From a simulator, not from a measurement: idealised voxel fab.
Process module under the name voxel ribs on slabs
Cross-section cut spans 250 nm and uses square cells 5 nm in size.
If you're reading a cross-section in this doc, picture square cells in a grid; it comes to you as bands, top ones listed first down to the bottom, and a band can be one or more rows of cells.
Per band: top height and bottom height in nm, followed by the left-to-right materials and their widths in nm; "edge to edge" marks a single material spanning edge to edge, "air" marks empty space.
Height is counted from the level 0, under which the received wafer is composed throughout of one material. The lowest of the bands is not closed at the bottom but continues downward, in the notation "0 nm and below".
Top row gets the first number, bottom row gets the second, and each row in between changes by the same step: that is how a band width like "30->40" works.
You'll sometimes find "nothing got changed" written for a step, and that's the way of saying that nowhere in the cross-section did a cell change during that step.
Under "Sealed void list" you'll find the enclosed gaps, the ones with no way out to the top, that are 8 cells or bigger; each reads width x height at distance, with distance counted from the left edge, everything in nm.
On each step's line, the part that comes after the settings is the simulator's own comment on the step.
Regarding "overlay nm": on a step with a mask, it is the distance the mask lay to the right of its planned place; a negative value places it to the left.

-- Steps in the process plan
1 RECEIVE: material Si
2 DIRECTIONAL_DEP: material SiO2, thk nm 25
3 DIRECTIONAL_DEP: material SiN, thk nm 15
4 MASKED_ETCH: tone cover, mask id RIB, width nm 20, etch materials SiN, depth nm 10, overlay nm 0
5 MASKED_ETCH: tone cover, mask id SLAB, width nm 60, etch materials SiN, depth nm 5, overlay nm 0
6 FILL_DEP: material SiO2, thk nm 20
7 CMP: height nm 50
8 DIRECTIONAL_DEP: material TiN, thk nm 5
9 MASKED_ETCH: tone cover, mask id HEATER, width nm 30, etch materials TiN, depth nm 5, overlay nm 0
10 CONFORMAL_DEP: material SiO2, thk nm 5

-- First of the two wafers, run per plan

-- So this is the incoming wafer in cross-section - it's already been through step 1
	0 nm and below | Si edge to edge
	Sealed void list: none

-- Cross-section of the wafer subsequent to step 2
	25 nm to 0 nm | SiO2 edge to edge
	Under the height 0 nothing was changed.

-- Cross-section of the wafer subsequent to step 3
	40 nm to 25 nm | SiN edge to edge
	Under the height 25 nothing was changed.

-- Cross-section of the wafer subsequent to step 4
	40 nm to 30 nm | 115 of air / 20 of SiN / 115 of air
	Under the height 30 nothing was changed.

-- Cross-section of the wafer subsequent to step 5
	40 nm to 30 nm | 115 of air / 20 of SiN / 115 of air
	30 nm to 25 nm | 95 of air / 60 of SiN / 95 of air
	Under the height 25 nothing was changed.

-- Cross-section of the wafer subsequent to step 6
	60 nm to 40 nm | SiO2 edge to edge
	40 nm to 30 nm | 115 of SiO2 / 20 of SiN / 115 of SiO2
	30 nm to 25 nm | 95 of SiO2 / 60 of SiN / 95 of SiO2
	Under the height 25 nothing was changed.

-- Cross-section of the wafer subsequent to step 7
	50 nm to 40 nm | SiO2 edge to edge
	Under the height 40 nothing was changed.

-- Cross-section of the wafer subsequent to step 8
	55 nm to 50 nm | TiN edge to edge
	Under the height 50 nothing was changed.

-- Cross-section of the wafer subsequent to step 9
	55 nm to 50 nm | 110 of air / 30 of TiN / 110 of air
	Under the height 50 nothing was changed.

-- Cross-section of the wafer subsequent to step 10
	60 nm to 55 nm | 105 of air / 40 of SiO2 / 105 of air
	55 nm to 50 nm | 110 of SiO2 / 30 of TiN / 110 of SiO2
	Under the height 50 nothing was changed.

-- The second wafer began exactly as the first did and followed the same plan, but one mistake was made while running it; through step 2 inclusive, the two wafers are identical

-- Second wafer profile in section, at the moment step 3 of the plan was meant to be complete
	55 nm to 25 nm | SiN edge to edge
	Under the height 25 nothing was changed.

-- Second wafer profile in section, at the moment step 4 of the plan was meant to be complete
	55 nm to 45 nm | 115 of air / 20 of SiN / 115 of air
	Under the height 45 nothing was changed.

-- Second wafer profile in section, at the moment step 5 of the plan was meant to be complete
	55 nm to 45 nm | 115 of air / 20 of SiN / 115 of air
	45 nm to 40 nm | 95 of air / 60 of SiN / 95 of air
	Under the height 40 nothing was changed.

-- Second wafer profile in section, at the moment step 6 of the plan was meant to be complete
	75 nm to 55 nm | SiO2 edge to edge
	55 nm to 45 nm | 115 of SiO2 / 20 of SiN / 115 of SiO2
	45 nm to 40 nm | 95 of SiO2 / 60 of SiN / 95 of SiO2
	Under the height 40 nothing was changed.

-- Second wafer profile in section, at the moment step 7 of the plan was meant to be complete
	50 nm to 40 nm | 115->95 of SiO2 / 20->60 of SiN / 115->95 of SiO2
	Under the height 40 nothing was changed.

-- Second wafer profile in section, at the moment step 8 of the plan was meant to be complete
	55 nm to 50 nm | TiN edge to edge
	Under the height 50 nothing was changed.

-- Second wafer profile in section, at the moment step 9 of the plan was meant to be complete
	55 nm to 50 nm | 110 of air / 30 of TiN / 110 of air
	Under the height 50 nothing was changed.

-- Second wafer profile in section, at the moment step 10 of the plan was meant to be complete
	60 nm to 55 nm | 105 of air / 40 of SiO2 / 105 of air
	55 nm to 50 nm | 110 of SiO2 / 30 of TiN / 110 of SiO2
	Under the height 50 nothing was changed.
What was the processing mistake? step 3 of the plan was executed twice over
The final cell counts differ between the wafers, with the second having more or fewer of some materials than the first: 146 more of SiN; 146 fewer of SiO2
